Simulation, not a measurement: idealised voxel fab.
Process module heading - voxel air gaps
Square cells of 5 nm make up the cross-section cut, whose width is 280 nm.
Throughout this document, each cross-section is represented as a grid of square cells and is presented as a sequence of bands enumerated from the top downward, where a band comprises one or more rows of cells. Band entry format. Leading values: height of top, height of bottom, nm. Remainder: materials in left-to-right order, each with its width in nm. Special words: "all across" on a single material, which then fills the band edge to edge; "air", empty space. Note: height 0 marks the level under which the wafer is uniformly one material as received. Lowest band unbounded below, written "0 nm and below". When a width is written as two numbers, as in "30->40", the first number is the width in the top row of cells of the band and the second is the width in its bottom row, and the width changes by the same amount from each row to the next. Where a step carries "no change", the cross-section came out of it unchanged, cell for cell. "Closed void roster" enumerates empty spaces isolated from the top, with no open way to it, that contain at least 8 cells, giving each as width x height at distance from the left edge, all three in nm. That trailing text on a step's line, after the settings, is the simulator's own remark on the step. The "overlay nm" setting may appear on a step's line; for a step that uses a mask, it gives how far to the right of its planned position the mask lay, and a negative value indicates the left.
Set out below are the planned steps of the process:
- 1: RECEIVE (material Si)
- 2: CONFORMAL_DEP (material SiO2; thk nm 15)
- 3: CONFORMAL_DEP (material SiCN; thk nm 5)
- 4: DIRECTIONAL_DEP (material lowk; thk nm 30)
- 5: DIRECTIONAL_DEP (material aC; thk nm 15)
- 6: PATTERN (tone open; mask id LINES; material resist; width nm 20; pitch nm 50; thk nm 30; overlay nm 0)
- 7: DIRECTIONAL_ETCH (etch materials aC; depth nm 15)
- 8: STRIP (etch materials resist)
- 9: DIRECTIONAL_ETCH (etch materials lowk; depth nm 30)
- 10: STRIP (etch materials aC)
- 11: CONFORMAL_DEP (material TiN; thk nm 5)
- 12: FILL_DEP (material Cu; thk nm 5)
- 13: CMP (height nm 50)
- 14: EPI (material Ru; thk nm 10)
- 15: SELECTIVE_ETCH (etch materials lowk; depth nm 40)
- 16: CONFORMAL_DEP (material SiCN; thk nm 5)
On the first of the two wafers: run conducted according to plan:
As received, after step 1:
	0 nm and below | Si all across
	Closed void roster: none
Wafer xsec, post step 2:
	15 nm to 0 nm | SiO2 all across
	Lower than 0, everything is as it was.
Wafer xsec, post step 3:
	20 nm to 15 nm | SiCN all across
	Lower than 15, everything is as it was.
Wafer xsec, post step 4:
	50 nm to 20 nm | lowk all across
	Lower than 20, everything is as it was.
Wafer xsec, post step 5:
	65 nm to 50 nm | aC all across
	Lower than 50, everything is as it was.
Wafer xsec, post step 6:
	95 nm to 65 nm | 55 nm resist  20 nm air  30 nm resist  20 nm air  30 nm resist  20 nm air  30 nm resist  20 nm air  55 nm resist
	Lower than 65, everything is as it was.
Wafer xsec, post step 7:
	80 nm to 65 nm | 55 nm resist  20 nm air  30 nm resist  20 nm air  30 nm resist  20 nm air  30 nm resist  20 nm air  55 nm resist
	65 nm to 50 nm | 55 nm aC  20 nm air  30 nm aC  20 nm air  30 nm aC  20 nm air  30 nm aC  20 nm air  55 nm aC
	Lower than 50, everything is as it was.
Wafer xsec, post step 8:
	65 nm to 50 nm | 55 nm aC  20 nm air  30 nm aC  20 nm air  30 nm aC  20 nm air  30 nm aC  20 nm air  55 nm aC
	Lower than 50, everything is as it was.
Wafer xsec, post step 9:
	65 nm to 50 nm | 55 nm aC  20 nm air  30 nm aC  20 nm air  30 nm aC  20 nm air  30 nm aC  20 nm air  55 nm aC
	50 nm to 20 nm | 55 nm lowk  20 nm air  30 nm lowk  20 nm air  30 nm lowk  20 nm air  30 nm lowk  20 nm air  55 nm lowk
	Lower than 20, everything is as it was.
Wafer xsec, post step 10:
	50 nm to 20 nm | 55 nm lowk  20 nm air  30 nm lowk  20 nm air  30 nm lowk  20 nm air  30 nm lowk  20 nm air  55 nm lowk
	Lower than 20, everything is as it was.
Wafer xsec, post step 11:
	55 nm to 50 nm | 60 nm TiN  10 nm air  40 nm TiN  10 nm air  40 nm TiN  10 nm air  40 nm TiN  10 nm air  60 nm TiN
	50 nm to 25 nm | 55 nm lowk  5 nm TiN  10 nm air  5 nm TiN  30 nm lowk  5 nm TiN  10 nm air  5 nm TiN  30 nm lowk  5 nm TiN  10 nm air  5 nm TiN  30 nm lowk  5 nm TiN  10 nm air  5 nm TiN  55 nm lowk
	25 nm to 20 nm | 55 nm lowk  20 nm TiN  30 nm lowk  20 nm TiN  30 nm lowk  20 nm TiN  30 nm lowk  20 nm TiN  55 nm lowk
	Lower than 20, everything is as it was.
Wafer xsec, post step 12:
	60 nm to 55 nm | Cu all across
	55 nm to 50 nm | 60 nm TiN  10 nm Cu  40 nm TiN  10 nm Cu  40 nm TiN  10 nm Cu  40 nm TiN  10 nm Cu  60 nm TiN
	50 nm to 25 nm | 55 nm lowk  5 nm TiN  10 nm Cu  5 nm TiN  30 nm lowk  5 nm TiN  10 nm Cu  5 nm TiN  30 nm lowk  5 nm TiN  10 nm Cu  5 nm TiN  30 nm lowk  5 nm TiN  10 nm Cu  5 nm TiN  55 nm lowk
	Lower than 25, everything is as it was.
Wafer xsec, post step 13:
	50 nm to 25 nm | 55 nm lowk  5 nm TiN  10 nm Cu  5 nm TiN  30 nm lowk  5 nm TiN  10 nm Cu  5 nm TiN  30 nm lowk  5 nm TiN  10 nm Cu  5 nm TiN  30 nm lowk  5 nm TiN  10 nm Cu  5 nm TiN  55 nm lowk
	Lower than 25, everything is as it was.
Wafer xsec, post step 14:
	60 nm to 50 nm | 45 nm air  40 nm Ru  10 nm air  40 nm Ru  10 nm air  40 nm Ru  10 nm air  40 nm Ru  45 nm air
	Lower than 50, everything is as it was.
Wafer xsec, post step 15:
	60 nm to 50 nm | 45 nm air  40 nm Ru  10 nm air  40 nm Ru  10 nm air  40 nm Ru  10 nm air  40 nm Ru  45 nm air
	50 nm to 25 nm | 55 nm air  5 nm TiN  10 nm Cu  5 nm TiN  30 nm air  5 nm TiN  10 nm Cu  5 nm TiN  30 nm air  5 nm TiN  10 nm Cu  5 nm TiN  30 nm air  5 nm TiN  10 nm Cu  5 nm TiN  55 nm air
	25 nm to 20 nm | 55 nm air  20 nm TiN  30 nm air  20 nm TiN  30 nm air  20 nm TiN  30 nm air  20 nm TiN  55 nm air
	Lower than 20, everything is as it was.
Wafer xsec, post step 16:
	65 nm to 60 nm | 40 nm air  200 nm SiCN  40 nm air
	60 nm to 50 nm | 40 nm air  5 nm SiCN  40 nm Ru  10 nm SiCN  40 nm Ru  10 nm SiCN  40 nm Ru  10 nm SiCN  40 nm Ru  5 nm SiCN  40 nm air
	50 nm to 45 nm | 40 nm air  15 nm SiCN  5 nm TiN  10 nm Cu  5 nm TiN  30 nm SiCN  5 nm TiN  10 nm Cu  5 nm TiN  30 nm SiCN  5 nm TiN  10 nm Cu  5 nm TiN  30 nm SiCN  5 nm TiN  10 nm Cu  5 nm TiN  15 nm SiCN  40 nm air
	45 nm to 25 nm | 50 nm air  5 nm SiCN  5 nm TiN  10 nm Cu  5 nm TiN  5 nm SiCN  20 nm air  5 nm SiCN  5 nm TiN  10 nm Cu  5 nm TiN  5 nm SiCN  20 nm air  5 nm SiCN  5 nm TiN  10 nm Cu  5 nm TiN  5 nm SiCN  20 nm air  5 nm SiCN  5 nm TiN  10 nm Cu  5 nm TiN  5 nm SiCN  50 nm air
	25 nm to 20 nm | 55 nm SiCN  20 nm TiN  30 nm SiCN  20 nm TiN  30 nm SiCN  20 nm TiN  30 nm SiCN  20 nm TiN  55 nm SiCN
	Lower than 20, everything is as it was.
	Closed void roster: 20 x 20 at 80; 20 x 20 at 130; 20 x 20 at 180
Second Wafer (Identical Start and Plan, One Processing Error; Matches First Wafer Through Step 5):
Second wafer: cross-section at the scheduled end of step 6:
	95 nm to 65 nm | 60 nm resist  15 nm air  35 nm resist  15 nm air  35 nm resist  15 nm air  35 nm resist  15 nm air  55 nm resist
	Lower than 65, everything is as it was.
Second wafer: cross-section at the scheduled end of step 7:
	80 nm to 65 nm | 60 nm resist  15 nm air  35 nm resist  15 nm air  35 nm resist  15 nm air  35 nm resist  15 nm air  55 nm resist
	65 nm to 50 nm | 60 nm aC  15 nm air  35 nm aC  15 nm air  35 nm aC  15 nm air  35 nm aC  15 nm air  55 nm aC
	Lower than 50, everything is as it was.
Second wafer: cross-section at the scheduled end of step 8:
	65 nm to 50 nm | 60 nm aC  15 nm air  35 nm aC  15 nm air  35 nm aC  15 nm air  35 nm aC  15 nm air  55 nm aC
	Lower than 50, everything is as it was.
Second wafer: cross-section at the scheduled end of step 9:
	65 nm to 50 nm | 60 nm aC  15 nm air  35 nm aC  15 nm air  35 nm aC  15 nm air  35 nm aC  15 nm air  55 nm aC
	50 nm to 20 nm | 60 nm lowk  15 nm air  35 nm lowk  15 nm air  35 nm lowk  15 nm air  35 nm lowk  15 nm air  55 nm lowk
	Lower than 20, everything is as it was.
Second wafer: cross-section at the scheduled end of step 10:
	50 nm to 20 nm | 60 nm lowk  15 nm air  35 nm lowk  15 nm air  35 nm lowk  15 nm air  35 nm lowk  15 nm air  55 nm lowk
	Lower than 20, everything is as it was.
Second wafer: cross-section at the scheduled end of step 11:
	55 nm to 50 nm | 65 nm TiN  5 nm air  45 nm TiN  5 nm air  45 nm TiN  5 nm air  45 nm TiN  5 nm air  60 nm TiN
	50 nm to 25 nm | 60 nm lowk  5 nm TiN  5 nm air  5 nm TiN  35 nm lowk  5 nm TiN  5 nm air  5 nm TiN  35 nm lowk  5 nm TiN  5 nm air  5 nm TiN  35 nm lowk  5 nm TiN  5 nm air  5 nm TiN  55 nm lowk
	25 nm to 20 nm | 60 nm lowk  15 nm TiN  35 nm lowk  15 nm TiN  35 nm lowk  15 nm TiN  35 nm lowk  15 nm TiN  55 nm lowk
	Lower than 20, everything is as it was.
Second wafer: cross-section at the scheduled end of step 12:
	60 nm to 55 nm | Cu all across
	55 nm to 50 nm | 65 nm TiN  5 nm Cu  45 nm TiN  5 nm Cu  45 nm TiN  5 nm Cu  45 nm TiN  5 nm Cu  60 nm TiN
	50 nm to 25 nm | 60 nm lowk  5 nm TiN  5 nm Cu  5 nm TiN  35 nm lowk  5 nm TiN  5 nm Cu  5 nm TiN  35 nm lowk  5 nm TiN  5 nm Cu  5 nm TiN  35 nm lowk  5 nm TiN  5 nm Cu  5 nm TiN  55 nm lowk
	Lower than 25, everything is as it was.
Second wafer: cross-section at the scheduled end of step 13:
	50 nm to 25 nm | 60 nm lowk  5 nm TiN  5 nm Cu  5 nm TiN  35 nm lowk  5 nm TiN  5 nm Cu  5 nm TiN  35 nm lowk  5 nm TiN  5 nm Cu  5 nm TiN  35 nm lowk  5 nm TiN  5 nm Cu  5 nm TiN  55 nm lowk
	Lower than 25, everything is as it was.
Second wafer: cross-section at the scheduled end of step 14:
	60 nm to 50 nm | 50 nm air  35 nm Ru  15 nm air  35 nm Ru  15 nm air  35 nm Ru  15 nm air  35 nm Ru  45 nm air
	Lower than 50, everything is as it was.
Second wafer: cross-section at the scheduled end of step 15:
	60 nm to 50 nm | 50 nm air  35 nm Ru  15 nm air  35 nm Ru  15 nm air  35 nm Ru  15 nm air  35 nm Ru  45 nm air
	50 nm to 25 nm | 60 nm air  5 nm TiN  5 nm Cu  5 nm TiN  35 nm air  5 nm TiN  5 nm Cu  5 nm TiN  35 nm air  5 nm TiN  5 nm Cu  5 nm TiN  35 nm air  5 nm TiN  5 nm Cu  5 nm TiN  55 nm air
	25 nm to 20 nm | 60 nm air  15 nm TiN  35 nm air  15 nm TiN  35 nm air  15 nm TiN  35 nm air  15 nm TiN  55 nm air
	Lower than 20, everything is as it was.
Second wafer: cross-section at the scheduled end of step 16:
	65 nm to 60 nm | 45 nm air  45 nm SiCN  5 nm air  45 nm SiCN  5 nm air  45 nm SiCN  5 nm air  45 nm SiCN  40 nm air
	60 nm to 50 nm | 45 nm air  5 nm SiCN  35 nm Ru  5 nm SiCN  5 nm air  5 nm SiCN  35 nm Ru  5 nm SiCN  5 nm air  5 nm SiCN  35 nm Ru  5 nm SiCN  5 nm air  5 nm SiCN  35 nm Ru  5 nm SiCN  40 nm air
	50 nm to 45 nm | 45 nm air  15 nm SiCN  5 nm TiN  5 nm Cu  5 nm TiN  15 nm SiCN  5 nm air  15 nm SiCN  5 nm TiN  5 nm Cu  5 nm TiN  15 nm SiCN  5 nm air  15 nm SiCN  5 nm TiN  5 nm Cu  5 nm TiN  15 nm SiCN  5 nm air  15 nm SiCN  5 nm TiN  5 nm Cu  5 nm TiN  15 nm SiCN  40 nm air
	45 nm to 25 nm | 55 nm air  5 nm SiCN  5 nm TiN  5 nm Cu  5 nm TiN  5 nm SiCN  25 nm air  5 nm SiCN  5 nm TiN  5 nm Cu  5 nm TiN  5 nm SiCN  25 nm air  5 nm SiCN  5 nm TiN  5 nm Cu  5 nm TiN  5 nm SiCN  25 nm air  5 nm SiCN  5 nm TiN  5 nm Cu  5 nm TiN  5 nm SiCN  50 nm air
	25 nm to 20 nm | 60 nm SiCN  15 nm TiN  35 nm SiCN  15 nm TiN  35 nm SiCN  15 nm TiN  35 nm SiCN  15 nm TiN  55 nm SiCN
	Lower than 20, everything is as it was.
Deviation noted in wafer processing: step 6 deviated from plan and actually ran as PATTERN (tone open; mask id LINES; material resist; width nm 15; pitch nm 50; thk nm 30; overlay nm 0)
End check, counted in cells, second wafer has more or fewer of these materials than the first: Cu -20, Ru -8, TiN -4
By the end, 3 closed voids are present in the first wafer and 0 in the second.
